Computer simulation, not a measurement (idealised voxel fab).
The process module presented herein is designated voxel transistor to metal.
This is section cut - it's 155 nm across, gridded in 5 nm square cells.
Format of a cross-section: grid, square cells. Given as bands. Order: top down. Band: one or more rows of cells.
A band entry consists of two parts. The first gives the height of the band's top and the height of its bottom, in nm. The rest lists the band's materials from left to right, each with its width in nm. A single material labelled with the word "throughout" fills the band from edge to edge, and the word "blank" marks empty space.
For the purposes of this specification, 0 denotes the height below which the wafer in its as-received condition is composed wholly of one material, and the lowermost band, lacking a lower limit, extends downward without end, as expressed in "0 -> down".
The two numbers in a width such as "30 to 40" mark its ends across the band: the first belongs to the top row of cells, the second to the bottom row, and from each row to the next the width moves by the same amount.
A step reported as "nothing got changed" is a step in which no cell of the cross-section changed.
If an empty space has no open way to the top and is at least 8 cells in size, "Enclosed internal voids" lists it, written width x height at distance, where distance is measured from the left edge and every value is in nm.
Heads up: the bit after the settings on a step's line is the simulator's remark on that step.
The "overlay nm" setting may appear on a step's line; for a step that uses a mask, it gives how far to the right of its planned position the mask lay, and a negative value indicates the left.

Planned process steps
1: RECEIVE | material Si
2: OXIDIZE | depth nm 5
3: CONFORMAL_DEP | material SiN | thk nm 15
4: DIRECTIONAL_DEP | material aC | thk nm 15
5: PATTERN | tone cover | mask id ACTIVE | material resist | width nm 110 | thk nm 35 | overlay nm 0
6: DIRECTIONAL_ETCH | etch materials aC | depth nm 15
7: STRIP | etch materials resist
8: DIRECTIONAL_ETCH | etch materials SiN | depth nm 15
9: DIRECTIONAL_ETCH | etch materials SiO2 | depth nm 5
10: DIRECTIONAL_ETCH | etch materials Si | depth nm 35
11: STRIP | etch materials aC
12: OXIDIZE | depth nm 5
13: FILL_DEP | material SiO2 | thk nm 15
14: CMP | height nm 15
15: SELECTIVE_ETCH | etch materials SiO2 | depth nm 10
16: STRIP | etch materials SiN
17: SELECTIVE_ETCH | etch materials SiO2 | depth nm 5
18: OXIDIZE | depth nm 5
19: DIRECTIONAL_DEP | material polySi | thk nm 25
20: DIRECTIONAL_DEP | material SiCN | thk nm 10
21: DIRECTIONAL_DEP | material aC | thk nm 10
22: PATTERN | tone cover | mask id GATE | material resist | width nm 20 | thk nm 25 | overlay nm 0
23: DIRECTIONAL_ETCH | etch materials aC | depth nm 10
24: STRIP | etch materials resist
25: DIRECTIONAL_ETCH | etch materials SiCN | depth nm 20
26: DIRECTIONAL_ETCH | etch materials polySi | depth nm 35
27: STRIP | etch materials aC
28: CONFORMAL_DEP | material SiN | thk nm 5
29: DIRECTIONAL_ETCH | etch materials SiN | depth nm 5
30: DIRECTIONAL_ETCH | etch materials SiO2 | depth nm 5
31: DIRECTIONAL_ETCH | etch materials Si | depth nm 10
32: EPI | material pSi | thk nm 15
33: FILL_DEP | material SiO2 | thk nm 10
34: CMP | height nm 30
35: DIRECTIONAL_DEP | material SiO2 | thk nm 15
36: MASKED_ETCH | tone open | mask id CONTACT | width nm 30 | pitch nm 60 | etch materials SiO2 | depth nm 50 | overlay nm 0
37: CONFORMAL_DEP | material TiN | thk nm 5
38: FILL_DEP | material Ru | thk nm 10
39: CMP | height nm 45
40: CONFORMAL_DEP | material SiCN | thk nm 5
41: DIRECTIONAL_DEP | material SiO2 | thk nm 15
42: PATTERN | tone open | mask id METAL_1 | material resist | width nm 20 | pitch nm 70 | thk nm 20 | overlay nm 0
43: DIRECTIONAL_ETCH | etch materials SiO2 | depth nm 25
44: DIRECTIONAL_ETCH | etch materials SiCN | depth nm 5
45: STRIP | etch materials resist
46: CONFORMAL_DEP | material TiN | thk nm 5
47: FILL_DEP | material W | thk nm 5
48: CMP | height nm 75
49: EPI | material Ru | thk nm 5
50: FILL_DEP | material SiCN | thk nm 5
Don't read the plan's thk nm for step 41 as applying to every wafer: that's the first wafer's value, and the wafers differ in it, though they all start identical.

Sectional view: first of several wafers, as received, after step 1
    0 -> down | Si throughout
    Enclosed internal voids: none

Cross-section of the first of several wafers once the module has run through its last step, step 50
    85 -> 80 | SiCN throughout
    80 -> 75 | Ru throughout
    75 -> 70 | W throughout
    70 -> 65 | TiN=35 | W=10 | TiN=60 | W=10 | TiN=40
    65 -> 50 | SiO2=30 | TiN=5 | W=10 | TiN=5 | SiO2=50 | TiN=5 | W=10 | TiN=5 | SiO2=35
    50 -> 45 | SiCN=30 | TiN=20 | SiCN=50 | TiN=20 | SiCN=35
    45 -> 30 | SiO2=30 | TiN=5 | Ru=20 | TiN=5 | SiO2=30 | TiN=5 | Ru=20 | TiN=5 | SiO2=35
    30 -> 20 | SiO2=30 | TiN=5 | Ru=20 | TiN=5 | SiN=5 | SiCN=20 | SiN=5 | TiN=5 | Ru=20 | TiN=5 | SiO2=35
    20 -> 10 | SiO2=30 | TiN=5 | Ru=20 | TiN=5 | SiN=5 | polySi=20 | SiN=5 | TiN=5 | Ru=20 | TiN=5 | SiO2=35
    10 -> 5 | SiO2=30 | TiN=5 | Ru=5 | TiN=20 | SiN=5 | polySi=20 | SiN=5 | TiN=20 | Ru=5 | TiN=5 | SiO2=35
    5 -> 0 | SiO2=30 | TiN=5 | Ru=5 | TiN=5 | pSi=15 | SiN=5 | polySi=20 | SiN=5 | pSi=15 | TiN=5 | Ru=5 | TiN=5 | SiO2=35
    0 -> -5 | SiO2=15 | SiN=5 | SiO2=10 | TiN=15 | pSi=15 | SiN=5 | polySi=20 | SiN=5 | pSi=15 | TiN=15 | SiO2=10 | SiN=5 | SiO2=20
    -5 -> -10 | SiO2=20 | pSi=40 | SiO2=30 | pSi=40 | SiO2=25
    -10 -> -20 | SiO2=25 | pSi=35 | Si=30 | pSi=35 | SiO2=30
    -20 -> -45 | SiO2=25 | Si=100 | SiO2=30
    -45 -> down | Si throughout
    Enclosed internal voids: none

Cross-sectional view, end of module, last wafer of several
    85 -> 80 | SiCN throughout
    80 -> 75 | SiCN=25 | Ru=30 | SiCN=40 | Ru=30 | SiCN=30
    75 -> 70 | SiO2=30 | TiN=5 | W=10 | TiN=5 | SiO2=50 | TiN=5 | W=10 | TiN=5 | SiO2=35
    70 -> 65 | SiO2=30 | TiN=20 | SiO2=50 | TiN=20 | SiO2=35
    65 -> 50 | SiO2 throughout
    50 -> 45 | SiCN throughout
    45 -> 30 | SiO2=30 | TiN=5 | Ru=20 | TiN=5 | SiO2=30 | TiN=5 | Ru=20 | TiN=5 | SiO2=35
    30 -> 20 | SiO2=30 | TiN=5 | Ru=20 | TiN=5 | SiN=5 | SiCN=20 | SiN=5 | TiN=5 | Ru=20 | TiN=5 | SiO2=35
    20 -> 10 | SiO2=30 | TiN=5 | Ru=20 | TiN=5 | SiN=5 | polySi=20 | SiN=5 | TiN=5 | Ru=20 | TiN=5 | SiO2=35
    10 -> 5 | SiO2=30 | TiN=5 | Ru=5 | TiN=20 | SiN=5 | polySi=20 | SiN=5 | TiN=20 | Ru=5 | TiN=5 | SiO2=35
    5 -> 0 | SiO2=30 | TiN=5 | Ru=5 | TiN=5 | pSi=15 | SiN=5 | polySi=20 | SiN=5 | pSi=15 | TiN=5 | Ru=5 | TiN=5 | SiO2=35
    0 -> -5 | SiO2=15 | SiN=5 | SiO2=10 | TiN=15 | pSi=15 | SiN=5 | polySi=20 | SiN=5 | pSi=15 | TiN=15 | SiO2=10 | SiN=5 | SiO2=20
    -5 -> -10 | SiO2=20 | pSi=40 | SiO2=30 | pSi=40 | SiO2=25
    -10 -> -20 | SiO2=25 | pSi=35 | Si=30 | pSi=35 | SiO2=30
    -20 -> -45 | SiO2=25 | Si=100 | SiO2=30
    -45 -> down | Si throughout
    Enclosed internal voids: none

What follows is a table in which each wafer occupies a row; for the wafer as it stands at the close of the module, the row states, material by material, how many cells have been gained (+) or lost (-) since receipt, and then gives its closed voids
thk nm 15 | +91 Ru | -167 Si | +62 SiCN | +16 SiN | +307 SiO2 | +95 TiN | +47 W | +56 pSi | +20 polySi | Enclosed internal voids: none
thk nm 20 | +91 Ru | -167 Si | +62 SiCN | +16 SiN | +330 SiO2 | +99 TiN | +20 W | +56 pSi | +20 polySi | Enclosed internal voids: none
thk nm 25 | +72 Ru | -167 Si | +81 SiCN | +16 SiN | +353 SiO2 | +76 TiN | +20 W | +56 pSi | +20 polySi | Enclosed internal voids: none
thk nm 30 | +72 Ru | -167 Si | +89 SiCN | +16 SiN | +361 SiO2 | +68 TiN | +12 W | +56 pSi | +20 polySi | Enclosed internal voids: none
thk nm 35 | +72 Ru | -167 Si | +89 SiCN | +16 SiN | +369 SiO2 | +64 TiN | +8 W | +56 pSi | +20 polySi | Enclosed internal voids: none
thk nm 40 | +72 Ru | -167 Si | +89 SiCN | +16 SiN | +377 SiO2 | +60 TiN | +4 W | +56 pSi | +20 polySi | Enclosed internal voids: none
